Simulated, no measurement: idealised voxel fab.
Presented below is a process module, voxel ribs on slabs.
Displayed cross-section: cut, width of 185 nm, square cells sized 5 nm.
Throughout this document, each cross-section is represented as a grid of square cells and is presented as a sequence of bands enumerated from the top downward, where a band comprises one or more rows of cells.
In this notation a band is specified by the heights of its top and bottom, in that order and in nm, after which its materials appear from left to right, each paired with its width in nm. The word "throughout" attached to a single material means that material fills the band from edge to edge; the word "air" stands for empty space.
The reference from which all heights are counted is 0, the level beneath which the as-received wafer is entirely one material; the lowest band, having no lower bound, proceeds downward and is written after the example "0 and below".
A two-number width, for instance "30 to 40", indicates that the width is equal to the first number in the top row of the band and to the second number in the bottom row, and that it changes by a constant amount per row of cells.
What does "nothing got changed" mean for a step? It means no cell of the cross-section changed in that step.
So "Closed empty spaces" is basically the list of trapped voids: any empty space of 8 cells or more that can't reach the top through an opening. They're written width x height at distance, the distance being from the left edge, and it's all nm.
Where a step's line continues beyond its settings, the continuation is a remark by the simulator itself on that step.
When a step includes a mask, the "overlay nm" setting on its line states how far to the right of its planned place that mask lay, and negative values state how far to the left.
-- This section lists the process steps that were planned
- 1: RECEIVE, material Si
- 2: DIRECTIONAL_DEP, material SiO2, thk nm 25
- 3: DIRECTIONAL_DEP, material polySi, thk nm 15
- 4: PATTERN, tone cover, mask id RIB, material resist, width nm 15, thk nm 20, overlay nm 0
- 5: DIRECTIONAL_ETCH, etch materials polySi, depth nm 5
- 6: STRIP, etch materials resist
- 7: PATTERN, tone cover, mask id SLAB, material resist, width nm 55, thk nm 20, overlay nm 0
- 8: DIRECTIONAL_ETCH, etch materials polySi, depth nm 10
- 9: STRIP, etch materials resist
- 10: FILL_DEP, material SiO2, thk nm 20
- 11: CMP, height nm 50
- 12: DIRECTIONAL_DEP, material TiN, thk nm 5
- 13: PATTERN, tone cover, mask id HEATER, material resist, width nm 25, thk nm 20, overlay nm 0
- 14: DIRECTIONAL_ETCH, etch materials TiN, depth nm 5
- 15: STRIP, etch materials resist
- 16: CONFORMAL_DEP, material SiO2, thk nm 5
-- What follows covers the first of two wafers; it ran as planned
-- as received, after step 1
0 and below  Si throughout
Closed empty spaces: none
-- Cross-section of the wafer after step 2
25 down to 0  SiO2 throughout
Below 0, no change.
-- Cross-section of the wafer after step 3
40 down to 25  polySi throughout
Below 25, no change.
-- Cross-section of the wafer after step 4
60 down to 40  air 85  resist 15  air 85
Below 40, no change.
-- Cross-section of the wafer after step 5
60 down to 40  air 85  resist 15  air 85
40 down to 35  air 85  polySi 15  air 85
Below 35, no change.
-- Cross-section of the wafer after step 6
40 down to 35  air 85  polySi 15  air 85
Below 35, no change.
-- Cross-section of the wafer after step 7
60 down to 40  air 65  resist 55  air 65
40 down to 35  air 65  resist 20  polySi 15  resist 20  air 65
Below 35, no change.
-- Cross-section of the wafer after step 8
60 down to 40  air 65  resist 55  air 65
40 down to 35  air 65  resist 20  polySi 15  resist 20  air 65
35 down to 25  air 65  polySi 55  air 65
Below 25, no change.
-- Cross-section of the wafer after step 9
40 down to 35  air 85  polySi 15  air 85
Below 35, no change.
-- Cross-section of the wafer after step 10
60 down to 40  SiO2 throughout
40 down to 35  SiO2 85  polySi 15  SiO2 85
35 down to 25  SiO2 65  polySi 55  SiO2 65
Below 25, no change.
-- Cross-section of the wafer after step 11
50 down to 40  SiO2 throughout
Below 40, no change.
-- Cross-section of the wafer after step 12
55 down to 50  TiN throughout
Below 50, no change.
-- Cross-section of the wafer after step 13
75 down to 55  air 80  resist 25  air 80
Below 55, no change.
-- Cross-section of the wafer after step 14
75 down to 55  air 80  resist 25  air 80
55 down to 50  air 80  TiN 25  air 80
Below 50, no change.
-- Cross-section of the wafer after step 15
55 down to 50  air 80  TiN 25  air 80
Below 50, no change.
-- Cross-section of the wafer after step 16
60 down to 55  air 75  SiO2 35  air 75
55 down to 50  SiO2 80  TiN 25  SiO2 80
Below 50, no change.
-- Wafer two. Same start, same plan, one slip in execution. Same as wafer one through step 12, inclusive
-- Second wafer, cut view, end of step 13 per plan
75 down to 55  air 90  resist 25  air 70
Below 55, no change.
-- Second wafer, cut view, end of step 14 per plan
75 down to 55  air 90  resist 25  air 70
55 down to 50  air 90  TiN 25  air 70
Below 50, no change.
-- Second wafer, cut view, end of step 15 per plan
55 down to 50  air 90  TiN 25  air 70
Below 50, no change.
-- Second wafer, cut view, end of step 16 per plan
60 down to 55  air 85  SiO2 35  air 65
55 down to 50  SiO2 90  TiN 25  SiO2 70
Below 50, no change.
Here's what went sideways: step 13 ran differently from the plan; actual operation with settings: PATTERN, tone cover, mask id HEATER, material resist, width nm 25, thk nm 20, overlay nm 10
By the end, you'd get the same cell count for each material on either wafer, but the second wafer puts them somewhere else.
